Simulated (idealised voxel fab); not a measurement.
Process module name: voxel wiring stack
It is cross-section cut that appears here, measuring 255 nm in width, its square cells being 5 nm in size.
Think of the cross-section as a grid of square cells. We describe it in bands, top to bottom, and each band covers one or more rows of those cells. The entry gives the band's vertical extent as a top height and a bottom height in nm, then its horizontal make-up as materials from left to right, each with a width in nm. "blank" stands for empty space; a single material marked "edge to edge" fills the band edge to edge. Height 0 is the level under which the wafer as received is all one material. The lowest band goes on downwards, as in "0..down". Think of "30..40" as a width that walks from the first number to the second as you go down the band, top row to bottom row, taking equal-sized steps from row to row. When a step is marked "remained unchanged", none of the cells in the cross-section changed during that step. Listed in "Encapsulated voids": every empty space of 8 or more cells without an open way to the top. Form: width x height at distance, the distance being from the left edge, all in nm. after a step's settings: what the simulator itself notes on the step. The "overlay nm" setting may appear on a step's line; for a step that uses a mask, it gives how far to the right of its planned position the mask lay, and a negative value indicates the left. Each pair of cross-sections that follows straddles one process step: the one shows the state before the step, the other the state after it, down to the lowest band that changed and no further. The step in question, and its settings, are given under the pair. Note that a pair is not necessarily a continuation of the pair above it, since pairs can come from different runs of this module on the same starting wafer; it is a continuation only where its entry headed "Prior to step" says so.
Prior to step:
    0..down  Si edge to edge
    Encapsulated voids: none
Cut View, Post-Step:
    15..0  SiO2 edge to edge
    Below 0, no change.
    Encapsulated voids: none
The process step separating the two cross-sections depicted above is as follows: CONFORMAL_DEP,material SiO2,thk nm 15
Prior to step: refer to the pair immediately above; the cross-section shown after its step is the state before this one.
Cut View, Post-Step:
    20..15  SiCN edge to edge
    Below 15, no change.
    Encapsulated voids: none
The process step separating the two cross-sections depicted above is as follows: CONFORMAL_DEP,material SiCN,thk nm 5
Prior to step: refer to the pair immediately above; the cross-section shown after its step is the state before this one.
Cut View, Post-Step:
    35..20  lowk edge to edge
    Below 20, no change.
    Encapsulated voids: none
The process step separating the two cross-sections depicted above is as follows: DIRECTIONAL_DEP,material lowk,thk nm 15
Prior to step: refer to the pair immediately above; the cross-section shown after its step is the state before this one.
Cut View, Post-Step:
    50..35  aC edge to edge
    Below 35, no change.
    Encapsulated voids: none
The process step separating the two cross-sections depicted above is as follows: DIRECTIONAL_DEP,material aC,thk nm 15
Prior to step: refer to the pair immediately above; the cross-section shown after its step is the state before this one.
Cut View, Post-Step:
    80..50  resist 90 nm, then blank 25 nm, then resist 25 nm, then blank 25 nm, then resist 90 nm
    Below 50, no change.
    Encapsulated voids: none
The process step separating the two cross-sections depicted above is as follows: PATTERN,tone open,mask id METAL_1,material resist,width nm 25,pitch nm 50,thk nm 30,overlay nm 0
Prior to step: refer to the pair immediately above; the cross-section shown after its step is the state before this one.
Cut View, Post-Step:
    65..50  resist 90 nm, then blank 25 nm, then resist 25 nm, then blank 25 nm, then resist 90 nm
    50..35  aC 90 nm, then blank 25 nm, then aC 25 nm, then blank 25 nm, then aC 90 nm
    Below 35, no change.
    Encapsulated voids: none
The process step separating the two cross-sections depicted above is as follows: DIRECTIONAL_ETCH,etch materials aC,depth nm 15
Prior to step: refer to the pair immediately above; the cross-section shown after its step is the state before this one.
Cut View, Post-Step:
    50..35  aC 90 nm, then blank 25 nm, then aC 25 nm, then blank 25 nm, then aC 90 nm
    Below 35, no change.
    Encapsulated voids: none
The process step separating the two cross-sections depicted above is as follows: STRIP,etch materials resist
Prior to step: refer to the pair immediately above; the cross-section shown after its step is the state before this one.
Cut View, Post-Step:
    50..35  aC 90 nm, then blank 25 nm, then aC 25 nm, then blank 25 nm, then aC 90 nm
    35..20  lowk 90 nm, then blank 25 nm, then lowk 25 nm, then blank 25 nm, then lowk 90 nm
    Below 20, no change.
    Encapsulated voids: none
The process step separating the two cross-sections depicted above is as follows: DIRECTIONAL_ETCH,etch materials lowk,depth nm 15
Prior to step: refer to the pair immediately above; the cross-section shown after its step is the state before this one.
Cut View, Post-Step:
    50..35  aC 90 nm, then blank 25 nm, then aC 25 nm, then blank 25 nm, then aC 90 nm
    35..20  lowk 90 nm, then blank 25 nm, then lowk 25 nm, then blank 25 nm, then lowk 90 nm
    20..15  SiCN 90 nm, then blank 25 nm, then SiCN 25 nm, then blank 25 nm, then SiCN 90 nm
    Below 15, no change.
    Encapsulated voids: none
The process step separating the two cross-sections depicted above is as follows: DIRECTIONAL_ETCH,etch materials SiCN,depth nm 5
Prior to step: refer to the pair immediately above; the cross-section shown after its step is the state before this one.
Cut View, Post-Step:
    35..20  lowk 90 nm, then blank 25 nm, then lowk 25 nm, then blank 25 nm, then lowk 90 nm
    Below 20, no change.
    Encapsulated voids: none
The process step separating the two cross-sections depicted above is as follows: STRIP,etch materials aC
Prior to step: refer to the pair immediately above; the cross-section shown after its step is the state before this one.
Cut View, Post-Step:
    40..35  TiN 95 nm, then blank 15 nm, then TiN 35 nm, then blank 15 nm, then TiN 95 nm
    35..20  lowk 90 nm, then TiN 5 nm, then blank 15 nm, then TiN 5 nm, then lowk 25 nm, then TiN 5 nm, then blank 15 nm, then TiN 5 nm, then lowk 90 nm
    20..15  SiCN 90 nm, then TiN 25 nm, then SiCN 25 nm, then TiN 25 nm, then SiCN 90 nm
    Below 15, no change.
    Encapsulated voids: none
The process step separating the two cross-sections depicted above is as follows: CONFORMAL_DEP,material TiN,thk nm 5
Prior to step: refer to the pair immediately above; the cross-section shown after its step is the state before this one.
Cut View, Post-Step:
    45..40  Cu edge to edge
    40..35  TiN 95 nm, then Cu 15 nm, then TiN 35 nm, then Cu 15 nm, then TiN 95 nm
    35..20  lowk 90 nm, then TiN 5 nm, then Cu 15 nm, then TiN 5 nm, then lowk 25 nm, then TiN 5 nm, then Cu 15 nm, then TiN 5 nm, then lowk 90 nm
    Below 20, no change.
    Encapsulated voids: none
The process step separating the two cross-sections depicted above is as follows: FILL_DEP,material Cu,thk nm 5
Prior to step: refer to the pair immediately above; the cross-section shown after its step is the state before this one.
Cut View, Post-Step:
    35..20  lowk 90 nm, then TiN 5 nm, then Cu 15 nm, then TiN 5 nm, then lowk 25 nm, then TiN 5 nm, then Cu 15 nm, then TiN 5 nm, then lowk 90 nm
    Below 20, no change.
    Encapsulated voids: none
The process step separating the two cross-sections depicted above is as follows: CMP,height nm 35
Prior to step: refer to the pair immediately above; the cross-section shown after its step is the state before this one.
Cut View, Post-Step:
    40..35  SiCN edge to edge
    Below 35, no change.
    Encapsulated voids: none
The process step separating the two cross-sections depicted above is as follows: CONFORMAL_DEP,material SiCN,thk nm 5
Prior to step: refer to the pair immediately above; the cross-section shown after its step is the state before this one.
Cut View, Post-Step:
    55..40  lowk edge to edge
    Below 40, no change.
    Encapsulated voids: none
The process step separating the two cross-sections depicted above is as follows: DIRECTIONAL_DEP,material lowk,thk nm 15
Prior to step: refer to the pair immediately above; the cross-section shown after its step is the state before this one.
Cut View, Post-Step:
    70..55  aC edge to edge
    Below 55, no change.
    Encapsulated voids: none
The process step separating the two cross-sections depicted above is as follows: DIRECTIONAL_DEP,material aC,thk nm 15
Prior to step: refer to the pair immediately above; the cross-section shown after its step is the state before this one.
Cut View, Post-Step:
    105..70  resist 90 nm, then blank 15 nm, then resist 35 nm, then blank 15 nm, then resist 100 nm
    Below 70, no change.
    Encapsulated voids: none
The process step separating the two cross-sections depicted above is as follows: PATTERN,tone open,mask id PLUG_1,material resist,width nm 15,pitch nm 50,thk nm 35,overlay nm 0
Prior to step: refer to the pair immediately above; the cross-section shown after its step is the state before this one.
Cut View, Post-Step:
    90..70  resist 90 nm, then blank 15 nm, then resist 35 nm, then blank 15 nm, then resist 100 nm
    70..55  aC 90 nm, then blank 15 nm, then aC 35 nm, then blank 15 nm, then aC 100 nm
    Below 55, no change.
    Encapsulated voids: none
The process step separating the two cross-sections depicted above is as follows: DIRECTIONAL_ETCH,etch materials aC,depth nm 15
Prior to step: refer to the pair immediately above; the cross-section shown after its step is the state before this one.
Cut View, Post-Step:
    70..55  aC 90 nm, then blank 15 nm, then aC 35 nm, then blank 15 nm, then aC 100 nm
    Below 55, no change.
    Encapsulated voids: none
The process step separating the two cross-sections depicted above is as follows: STRIP,etch materials resist
Prior to step: refer to the pair immediately above; the cross-section shown after its step is the state before this one.
Cut View, Post-Step:
    70..55  aC 90 nm, then blank 15 nm, then aC 35 nm, then blank 15 nm, then aC 100 nm
    55..40  lowk 90 nm, then blank 15 nm, then lowk 35 nm, then blank 15 nm, then lowk 100 nm
    Below 40, no change.
    Encapsulated voids: none
The process step separating the two cross-sections depicted above is as follows: DIRECTIONAL_ETCH,etch materials lowk,depth nm 15
Prior to step: refer to the pair immediately above; the cross-section shown after its step is the state before this one.
Cut View, Post-Step:
    70..55  aC 90 nm, then blank 15 nm, then aC 35 nm, then blank 15 nm, then aC 100 nm
    55..40  lowk 90 nm, then blank 15 nm, then lowk 35 nm, then blank 15 nm, then lowk 100 nm
    40..35  SiCN 90 nm, then blank 15 nm, then SiCN 35 nm, then blank 15 nm, then SiCN 100 nm
    Below 35, no change.
    Encapsulated voids: none
The process step separating the two cross-sections depicted above is as follows: DIRECTIONAL_ETCH,etch materials SiCN,depth nm 5
Prior to step: refer to the pair immediately above; the cross-section shown after its step is the state before this one.
Cut View, Post-Step:
    55..40  lowk 90 nm, then blank 15 nm, then lowk 35 nm, then blank 15 nm, then lowk 100 nm
    Below 40, no change.
    Encapsulated voids: none
The process step separating the two cross-sections depicted above is as follows: STRIP,etch materials aC
Prior to step: refer to the pair immediately above; the cross-section shown after its step is the state before this one.
Cut View, Post-Step:
    55..45  lowk 90 nm, then blank 15 nm, then lowk 35 nm, then blank 15 nm, then lowk 100 nm
    45..40  lowk 90 nm, then Ru 15 nm, then lowk 35 nm, then Ru 15 nm, then lowk 100 nm
    40..35  SiCN 90 nm, then Ru 15 nm, then SiCN 35 nm, then Ru 15 nm, then SiCN 100 nm
    Below 35, no change.
    Encapsulated voids: none
The process step separating the two cross-sections depicted above is as follows: EPI,material Ru,thk nm 10
Prior to step: refer to the pair immediately above; the cross-section shown after its step is the state before this one.
Cut View, Post-Step:
    55..40  lowk 90 nm, then Ru 15 nm, then lowk 35 nm, then Ru 15 nm, then lowk 100 nm
    Below 40, no change.
    Encapsulated voids: none
The process step separating the two cross-sections depicted above is as follows: EPI,material Ru,thk nm 10
Prior to step: refer to the pair immediately above; the cross-section shown after its step is the state before this one.
Cut View, Post-Step:
    60..55  SiN edge to edge
    Below 55, no change.
    Encapsulated voids: none
The process step separating the two cross-sections depicted above is as follows: CONFORMAL_DEP,material SiN,thk nm 5
Prior to step: refer to the pair immediately above; the cross-section shown after its step is the state before this one.
Cut View, Post-Step:
    75..60  lowk edge to edge
    Below 60, no change.
    Encapsulated voids: none
The process step separating the two cross-sections depicted above is as follows: DIRECTIONAL_DEP,material lowk,thk nm 15
Prior to step: refer to the pair immediately above; the cross-section shown after its step is the state before this one.
Cut View, Post-Step:
    75..60  lowk 90 nm, then blank 25 nm, then lowk 25 nm, then blank 25 nm, then lowk 90 nm
    Below 60, no change.
    Encapsulated voids: none
The process step separating the two cross-sections depicted above is as follows: MASKED_ETCH,tone open,mask id METAL_2,width nm 25,pitch nm 50,etch materials lowk,depth nm 15,overlay nm 0
Prior to step: refer to the pair immediately above; the cross-section shown after its step is the state before this one.
Cut View, Post-Step:
    75..60  lowk 90 nm, then blank 25 nm, then lowk 25 nm, then blank 25 nm, then lowk 90 nm
    60..55  SiN 90 nm, then blank 25 nm, then SiN 25 nm, then blank 25 nm, then SiN 90 nm
    Below 55, no change.
    Encapsulated voids: none
The process step separating the two cross-sections depicted above is as follows: MASKED_ETCH,tone open,mask id METAL_2,width nm 25,pitch nm 50,etch materials SiN,depth nm 5,overlay nm 0
Prior to step: refer to the pair immediately above; the cross-section shown after its step is the state before this one.
Cut View, Post-Step:
    80..75  TiN 95 nm, then blank 15 nm, then TiN 35 nm, then blank 15 nm, then TiN 95 nm
    75..60  lowk 90 nm, then TiN 5 nm, then blank 15 nm, then TiN 5 nm, then lowk 25 nm, then TiN 5 nm, then blank 15 nm, then TiN 5 nm, then lowk 90 nm
    60..55  SiN 90 nm, then TiN 25 nm, then SiN 25 nm, then TiN 25 nm, then SiN 90 nm
    Below 55, no change.
    Encapsulated voids: none
The process step separating the two cross-sections depicted above is as follows: CONFORMAL_DEP,material TiN,thk nm 5
Prior to step: refer to the pair immediately above; the cross-section shown after its step is the state before this one.
Cut View, Post-Step:
    85..80  W edge to edge
    80..75  TiN 95 nm, then W 15 nm, then TiN 35 nm, then W 15 nm, then TiN 95 nm
    75..60  lowk 90 nm, then TiN 5 nm, then W 15 nm, then TiN 5 nm, then lowk 25 nm, then TiN 5 nm, then W 15 nm, then TiN 5 nm, then lowk 90 nm
    Below 60, no change.
    Encapsulated voids: none
The process step separating the two cross-sections depicted above is as follows: FILL_DEP,material W,thk nm 5
Prior to step: refer to the pair immediately above; the cross-section shown after its step is the state before this one.
Cut View, Post-Step:
    75..60  lowk 90 nm, then TiN 5 nm, then W 15 nm, then TiN 5 nm, then lowk 25 nm, then TiN 5 nm, then W 15 nm, then TiN 5 nm, then lowk 90 nm
    Below 60, no change.
    Encapsulated voids: none
The process step separating the two cross-sections depicted above is as follows: CMP,height nm 75
Prior to step: refer to the pair immediately above; the cross-section shown after its step is the state before this one.
Cut View, Post-Step:
    80..75  SiCN edge to edge
    Below 75, no change.
    Encapsulated voids: none
The process step separating the two cross-sections depicted above is as follows: CONFORMAL_DEP,material SiCN,thk nm 5
Prior to step: refer to the pair immediately above; the cross-section shown after its step is the state before this one.
Cut View, Post-Step:
    95..80  SiO2 edge to edge
    Below 80, no change.
    Encapsulated voids: none
The process step separating the two cross-sections depicted above is as follows: DIRECTIONAL_DEP,material SiO2,thk nm 15
Prior to step: refer to the pair immediately above; the cross-section shown after its step is the state before this one.
Cut View, Post-Step:
    110..95  resist 90 nm, then blank 15 nm, then resist 35 nm, then blank 15 nm, then resist 100 nm
    Below 95, no change.
    Encapsulated voids: none
The process step separating the two cross-sections depicted above is as follows: PATTERN,tone open,mask id PLUG_2,material resist,width nm 15,pitch nm 50,thk nm 15,overlay nm 0
Prior to step: refer to the pair immediately above; the cross-section shown after its step is the state before this one.
Cut View, Post-Step:
    110..95  resist 90 nm, then blank 15 nm, then resist 35 nm, then blank 15 nm, then resist 100 nm
    95..80  SiO2 90 nm, then blank 15 nm, then SiO2 35 nm, then blank 15 nm, then SiO2 100 nm
    Below 80, no change.
    Encapsulated voids: none
The process step separating the two cross-sections depicted above is as follows: DIRECTIONAL_ETCH,etch materials SiO2,depth nm 15
Prior to step: refer to the pair immediately above; the cross-section shown after its step is the state before this one.
Cut View, Post-Step:
    110..95  resist 90 nm, then blank 15 nm, then resist 35 nm, then blank 15 nm, then resist 100 nm
    95..80  SiO2 90 nm, then blank 15 nm, then SiO2 35 nm, then blank 15 nm, then SiO2 100 nm
    80..75  SiCN 90 nm, then blank 15 nm, then SiCN 35 nm, then blank 15 nm, then SiCN 100 nm
    Below 75, no change.
    Encapsulated voids: none
The process step separating the two cross-sections depicted above is as follows: DIRECTIONAL_ETCH,etch materials SiCN,depth nm 5
Prior to step: refer to the pair immediately above; the cross-section shown after its step is the state before this one.
Cut View, Post-Step:
    95..80  SiO2 90 nm, then blank 15 nm, then SiO2 35 nm, then blank 15 nm, then SiO2 100 nm
    Below 80, no change.
    Encapsulated voids: none
The process step separating the two cross-sections depicted above is as follows: STRIP,etch materials resist
Prior to step: refer to the pair immediately above; the cross-section shown after its step is the state before this one.
Cut View, Post-Step:
    95..85  SiO2 90 nm, then blank 15 nm, then SiO2 35 nm, then blank 15 nm, then SiO2 100 nm
    85..80  SiO2 90 nm, then Ru 15 nm, then SiO2 35 nm, then Ru 15 nm, then SiO2 100 nm
    80..75  SiCN 90 nm, then Ru 15 nm, then SiCN 35 nm, then Ru 15 nm, then SiCN 100 nm
    Below 75, no change.
    Encapsulated voids: none
The process step separating the two cross-sections depicted above is as follows: EPI,material Ru,thk nm 10
Prior to step: refer to the pair immediately above; the cross-section shown after its step is the state before this one.
Cut View, Post-Step:
    95..80  SiO2 90 nm, then Ru 15 nm, then SiO2 35 nm, then Ru 15 nm, then SiO2 100 nm
    Below 80, no change.
    Encapsulated voids: none
The process step separating the two cross-sections depicted above is as follows: EPI,material Ru,thk nm 10
Prior to step: refer to the pair immediately above; the cross-section shown after its step is the state before this one.
Cut View, Post-Step:
    100..95  TiN edge to edge
    Below 95, no change.
    Encapsulated voids: none
The process step separating the two cross-sections depicted above is as follows: DIRECTIONAL_DEP,material TiN,thk nm 5
Prior to step: refer to the pair immediately above; the cross-section shown after its step is the state before this one.
Cut View, Post-Step:
    115..100  W edge to edge
    Below 100, no change.
    Encapsulated voids: none
The process step separating the two cross-sections depicted above is as follows: DIRECTIONAL_DEP,material W,thk nm 15
Prior to step: refer to the pair immediately above; the cross-section shown after its step is the state before this one.
Cut View, Post-Step:
    125..115  aC edge to edge
    Below 115, no change.
    Encapsulated voids: none
The process step separating the two cross-sections depicted above is as follows: DIRECTIONAL_DEP,material aC,thk nm 10
Prior to step: refer to the pair immediately above; the cross-section shown after its step is the state before this one.
Cut View, Post-Step:
    150..125  blank 90 nm, then resist 25 nm, then blank 25 nm, then resist 25 nm, then blank 90 nm
    Below 125, no change.
    Encapsulated voids: none
The process step separating the two cross-sections depicted above is as follows: PATTERN,tone cover,mask id METAL_3,material resist,width nm 25,pitch nm 50,thk nm 25,overlay nm 0
Prior to step: refer to the pair immediately above; the cross-section shown after its step is the state before this one.
Cut View, Post-Step:
    140..125  blank 90 nm, then resist 25 nm, then blank 25 nm, then resist 25 nm, then blank 90 nm
    125..115  blank 90 nm, then aC 25 nm, then blank 25 nm, then aC 25 nm, then blank 90 nm
    Below 115, no change.
    Encapsulated voids: none
The process step separating the two cross-sections depicted above is as follows: DIRECTIONAL_ETCH,etch materials aC,depth nm 10
Prior to step: refer to the pair immediately above; the cross-section shown after its step is the state before this one.
Cut View, Post-Step:
    125..115  blank 90 nm, then aC 25 nm, then blank 25 nm, then aC 25 nm, then blank 90 nm
    Below 115, no change.
    Encapsulated voids: none
The process step separating the two cross-sections depicted above is as follows: STRIP,etch materials resist
Prior to step: refer to the pair immediately above; the cross-section shown after its step is the state before this one.
Cut View, Post-Step:
    125..115  blank 90 nm, then aC 25 nm, then blank 25 nm, then aC 25 nm, then blank 90 nm
    115..100  blank 90 nm, then W 25 nm, then blank 25 nm, then W 25 nm, then blank 90 nm
    Below 100, no change.
    Encapsulated voids: none
The process step separating the two cross-sections depicted above is as follows: DIRECTIONAL_ETCH,etch materials W,depth nm 15
Prior to step: refer to the pair immediately above; the cross-section shown after its step is the state before this one.
Cut View, Post-Step:
    125..115  blank 90 nm, then aC 25 nm, then blank 25 nm, then aC 25 nm, then blank 90 nm
    115..100  blank 90 nm, then W 25 nm, then blank 25 nm, then W 25 nm, then blank 90 nm
    100..95  blank 90 nm, then TiN 25 nm, then blank 25 nm, then TiN 25 nm, then blank 90 nm
    Below 95, no change.
    Encapsulated voids: none
The process step separating the two cross-sections depicted above is as follows: DIRECTIONAL_ETCH,etch materials TiN,depth nm 5
Prior to step: refer to the pair immediately above; the cross-section shown after its step is the state before this one.
Cut View, Post-Step:
    115..100  blank 90 nm, then W 25 nm, then blank 25 nm, then W 25 nm, then blank 90 nm
    Below 100, no change.
    Encapsulated voids: none
The process step separating the two cross-sections depicted above is as follows: STRIP,etch materials aC
Prior to step: refer to the pair immediately above; the cross-section shown after its step is the state before this one.
Cut View, Post-Step:
    120..115  blank 85 nm, then SiCN 35 nm, then blank 15 nm, then SiCN 35 nm, then blank 85 nm
    115..100  blank 85 nm, then SiCN 5 nm, then W 25 nm, then SiCN 5 nm, then blank 15 nm, then SiCN 5 nm, then W 25 nm, then SiCN 5 nm, then blank 85 nm
    100..95  SiCN 90 nm, then TiN 25 nm, then SiCN 25 nm, then TiN 25 nm, then SiCN 90 nm
    Below 95, no change.
    Encapsulated voids: none
The process step separating the two cross-sections depicted above is as follows: CONFORMAL_DEP,material SiCN,thk nm 5
Prior to step: refer to the pair immediately above; the cross-section shown after its step is the state before this one.
Cut View, Post-Step:
    130..120  SiO2 edge to edge
    120..115  SiO2 85 nm, then SiCN 35 nm, then SiO2 15 nm, then SiCN 35 nm, then SiO2 85 nm
    115..100  SiO2 85 nm, then SiCN 5 nm, then W 25 nm, then SiCN 5 nm, then SiO2 15 nm, then SiCN 5 nm, then W 25 nm, then SiCN 5 nm, then SiO2 85 nm
    Below 100, no change.
    Encapsulated voids: none
The process step separating the two cross-sections depicted above is as follows: FILL_DEP,material SiO2,thk nm 10
Prior to step: refer to the pair immediately above; the cross-section shown after its step is the state before this one.
Cut View, Post-Step:
    115..100  SiO2 85 nm, then SiCN 5 nm, then W 25 nm, then SiCN 5 nm, then SiO2 15 nm, then SiCN 5 nm, then W 25 nm, then SiCN 5 nm, then SiO2 85 nm
    Below 100, no change.
    Encapsulated voids: none
The process step separating the two cross-sections depicted above is as follows: CMP,height nm 115
Prior to step: refer to the pair immediately above; the cross-section shown after its step is the state before this one.
Cut View, Post-Step:
    120..115  SiCN edge to edge
    Below 115, no change.
    Encapsulated voids: none
The process step separating the two cross-sections depicted above is as follows: CONFORMAL_DEP,material SiCN,thk nm 5
Prior to step:
    130..120  SiO2 edge to edge
    120..115  SiO2 85 nm, then SiCN 35 nm, then SiO2 15 nm, then SiCN 35 nm, then SiO2 85 nm
    115..100  SiO2 85 nm, then SiCN 5 nm, then W 25 nm, then SiCN 5 nm, then SiO2 15 nm, then SiCN 5 nm, then W 25 nm, then SiCN 5 nm, then SiO2 85 nm
    100..95  SiCN 90 nm, then TiN 25 nm, then SiCN 25 nm, then TiN 25 nm, then SiCN 90 nm
    95..80  SiO2 90 nm, then Ru 15 nm, then SiO2 35 nm, then Ru 15 nm, then SiO2 100 nm
    80..75  SiCN 90 nm, then Ru 15 nm, then SiCN 35 nm, then Ru 15 nm, then SiCN 100 nm
    75..60  lowk 90 nm, then TiN 5 nm, then W 15 nm, then TiN 5 nm, then lowk 25 nm, then TiN 5 nm, then W 15 nm, then TiN 5 nm, then lowk 90 nm
    60..55  SiN 90 nm, then TiN 25 nm, then SiN 25 nm, then TiN 25 nm, then SiN 90 nm
    55..40  lowk 90 nm, then Ru 15 nm, then lowk 35 nm, then Ru 15 nm, then lowk 100 nm
    40..35  SiCN 90 nm, then Ru 15 nm, then SiCN 35 nm, then Ru 15 nm, then SiCN 100 nm
    35..20  lowk 90 nm, then TiN 5 nm, then Cu 15 nm, then TiN 5 nm, then lowk 25 nm, then TiN 5 nm, then Cu 15 nm, then TiN 5 nm, then lowk 90 nm
    20..15  SiCN 90 nm, then TiN 25 nm, then SiCN 25 nm, then TiN 25 nm, then SiCN 90 nm
    15..0  SiO2 edge to edge
    0..down  Si edge to edge
    Encapsulated voids: none
Cut View, Post-Step:
    135..130  SiCN edge to edge
    Below 130, no change.
    Encapsulated voids: none
The process step separating the two cross-sections depicted above is as follows: CONFORMAL_DEP,material SiCN,thk nm 5
Prior to step:
    95..80  SiO2 90 nm, then Ru 15 nm, then SiO2 35 nm, then Ru 15 nm, then SiO2 100 nm
    80..75  SiCN 90 nm, then Ru 15 nm, then SiCN 35 nm, then Ru 15 nm, then SiCN 100 nm
    75..60  lowk 90 nm, then TiN 5 nm, then W 15 nm, then TiN 5 nm, then lowk 25 nm, then TiN 5 nm, then W 15 nm, then TiN 5 nm, then lowk 90 nm
    60..55  SiN 90 nm, then TiN 25 nm, then SiN 25 nm, then TiN 25 nm, then SiN 90 nm
    55..40  lowk 90 nm, then Ru 15 nm, then lowk 35 nm, then Ru 15 nm, then lowk 100 nm
    40..35  SiCN 90 nm, then Ru 15 nm, then SiCN 35 nm, then Ru 15 nm, then SiCN 100 nm
    35..20  lowk 90 nm, then TiN 5 nm, then Cu 15 nm, then TiN 5 nm, then lowk 25 nm, then TiN 5 nm, then Cu 15 nm, then TiN 5 nm, then lowk 90 nm
    20..15  SiCN 90 nm, then TiN 25 nm, then SiCN 25 nm, then TiN 25 nm, then SiCN 90 nm
    15..0  SiO2 edge to edge
    0..down  Si edge to edge
    Encapsulated voids: none
Cut View, Post-Step:
    105..95  blank 80 nm, then Ru 35 nm, then blank 15 nm, then Ru 35 nm, then blank 90 nm
    Below 95, no change.
    Encapsulated voids: none
The process step separating the two cross-sections depicted above is as follows: EPI,material Ru,thk nm 10
Prior to step: refer to the pair immediately above; the cross-section shown after its step is the state before this one.
Cut View, Post-Step:
    110..105  blank 80 nm, then TiN 35 nm, then blank 15 nm, then TiN 35 nm, then blank 90 nm
    105..100  blank 80 nm, then Ru 35 nm, then blank 15 nm, then Ru 35 nm, then blank 90 nm
    100..95  TiN 80 nm, then Ru 35 nm, then TiN 15 nm, then Ru 35 nm, then TiN 90 nm
    Below 95, no change.
    Encapsulated voids: none
The process step separating the two cross-sections depicted above is as follows: DIRECTIONAL_DEP,material TiN,thk nm 5
Prior to step: refer to the pair immediately above; the cross-section shown after its step is the state before this one.
Cut View, Post-Step:
    125..115  blank 80 nm, then W 35 nm, then blank 15 nm, then W 35 nm, then blank 90 nm
    115..110  W edge to edge
    110..105  W 80 nm, then TiN 35 nm, then W 15 nm, then TiN 35 nm, then W 90 nm
    105..100  W 80 nm, then Ru 35 nm, then W 15 nm, then Ru 35 nm, then W 90 nm
    Below 100, no change.
    Encapsulated voids: none
The process step separating the two cross-sections depicted above is as follows: DIRECTIONAL_DEP,material W,thk nm 15
Prior to step: refer to the pair immediately above; the cross-section shown after its step is the state before this one.
Cut View, Post-Step:
    135..125  blank 80 nm, then aC 35 nm, then blank 15 nm, then aC 35 nm, then blank 90 nm
    125..115  aC 80 nm, then W 35 nm, then aC 15 nm, then W 35 nm, then aC 90 nm
    Below 115, no change.
    Encapsulated voids: none
The process step separating the two cross-sections depicted above is as follows: DIRECTIONAL_DEP,material aC,thk nm 10
Prior to step: refer to the pair immediately above; the cross-section shown after its step is the state before this one.
Cut View, Post-Step:
    160..135  blank 90 nm, then resist 25 nm, then blank 25 nm, then resist 25 nm, then blank 90 nm
    Below 135, no change.
    Encapsulated voids: none
The process step separating the two cross-sections depicted above is as follows: PATTERN,tone cover,mask id METAL_3,material resist,width nm 25,pitch nm 50,thk nm 25,overlay nm 0
Prior to step: refer to the pair immediately above; the cross-section shown after its step is the state before this one.
Cut View, Post-Step:
    150..135  blank 90 nm, then resist 25 nm, then blank 25 nm, then resist 25 nm, then blank 90 nm
    135..125  blank 90 nm, then aC 25 nm, then blank 25 nm, then aC 25 nm, then blank 90 nm
    125..115  blank 80 nm, then W 35 nm, then blank 15 nm, then W 35 nm, then blank 90 nm
    Below 115, no change.
    Encapsulated voids: none
The process step separating the two cross-sections depicted above is as follows: DIRECTIONAL_ETCH,etch materials aC,depth nm 10
Prior to step: refer to the pair immediately above; the cross-section shown after its step is the state before this one.
Cut View, Post-Step:
    135..125  blank 90 nm, then aC 25 nm, then blank 25 nm, then aC 25 nm, then blank 90 nm
    Below 125, no change.
    Encapsulated voids: none
The process step separating the two cross-sections depicted above is as follows: STRIP,etch materials resist
Prior to step: refer to the pair immediately above; the cross-section shown after its step is the state before this one.
Cut View, Post-Step:
    135..125  blank 90 nm, then aC 25 nm, then blank 25 nm, then aC 25 nm, then blank 90 nm
    125..110  blank 90 nm, then W 25 nm, then blank 25 nm, then W 25 nm, then blank 90 nm
    110..105  blank 80 nm, then TiN 35 nm, then blank 15 nm, then TiN 35 nm, then blank 90 nm
    105..100  blank 80 nm, then Ru 35 nm, then blank 15 nm, then Ru 35 nm, then blank 90 nm
    Below 100, no change.
    Encapsulated voids: none
The process step separating the two cross-sections depicted above is as follows: DIRECTIONAL_ETCH,etch materials W,depth nm 15
Prior to step: refer to the pair immediately above; the cross-section shown after its step is the state before this one.
Cut View, Post-Step:
    135..125  blank 90 nm, then aC 25 nm, then blank 25 nm, then aC 25 nm, then blank 90 nm
    125..110  blank 90 nm, then W 25 nm, then blank 25 nm, then W 25 nm, then blank 90 nm
    110..105  blank 90 nm, then TiN 25 nm, then blank 25 nm, then TiN 25 nm, then blank 90 nm
    105..95  blank 80 nm, then Ru 35 nm, then blank 15 nm, then Ru 35 nm, then blank 90 nm
    Below 95, no change.
    Encapsulated voids: none
The process step separating the two cross-sections depicted above is as follows: DIRECTIONAL_ETCH,etch materials TiN,depth nm 5
Prior to step: refer to the pair immediately above; the cross-section shown after its step is the state before this one.
Cut View, Post-Step:
    125..110  blank 90 nm, then W 25 nm, then blank 25 nm, then W 25 nm, then blank 90 nm
    Below 110, no change.
    Encapsulated voids: none
The process step separating the two cross-sections depicted above is as follows: STRIP,etch materials aC
Prior to step: refer to the pair immediately above; the cross-section shown after its step is the state before this one.
Cut View, Post-Step:
    130..125  blank 85 nm, then SiCN 35 nm, then blank 15 nm, then SiCN 35 nm, then blank 85 nm
    125..110  blank 85 nm, then SiCN 5 nm, then W 25 nm, then SiCN 5 nm, then blank 15 nm, then SiCN 5 nm, then W 25 nm, then SiCN 5 nm, then blank 85 nm
    110..105  blank 75 nm, then SiCN 15 nm, then TiN 25 nm, then SiCN 5 nm, then blank 5 nm, then SiCN 15 nm, then TiN 25 nm, then SiCN 5 nm, then blank 85 nm
    105..100  blank 75 nm, then SiCN 5 nm, then Ru 35 nm, then SiCN 5 nm, then blank 5 nm, then SiCN 5 nm, then Ru 35 nm, then SiCN 5 nm, then blank 85 nm
    100..95  SiCN 80 nm, then Ru 35 nm, then SiCN 15 nm, then Ru 35 nm, then SiCN 90 nm
    Below 95, no change.
    Encapsulated voids: none
The process step separating the two cross-sections depicted above is as follows: CONFORMAL_DEP,material SiCN,thk nm 5
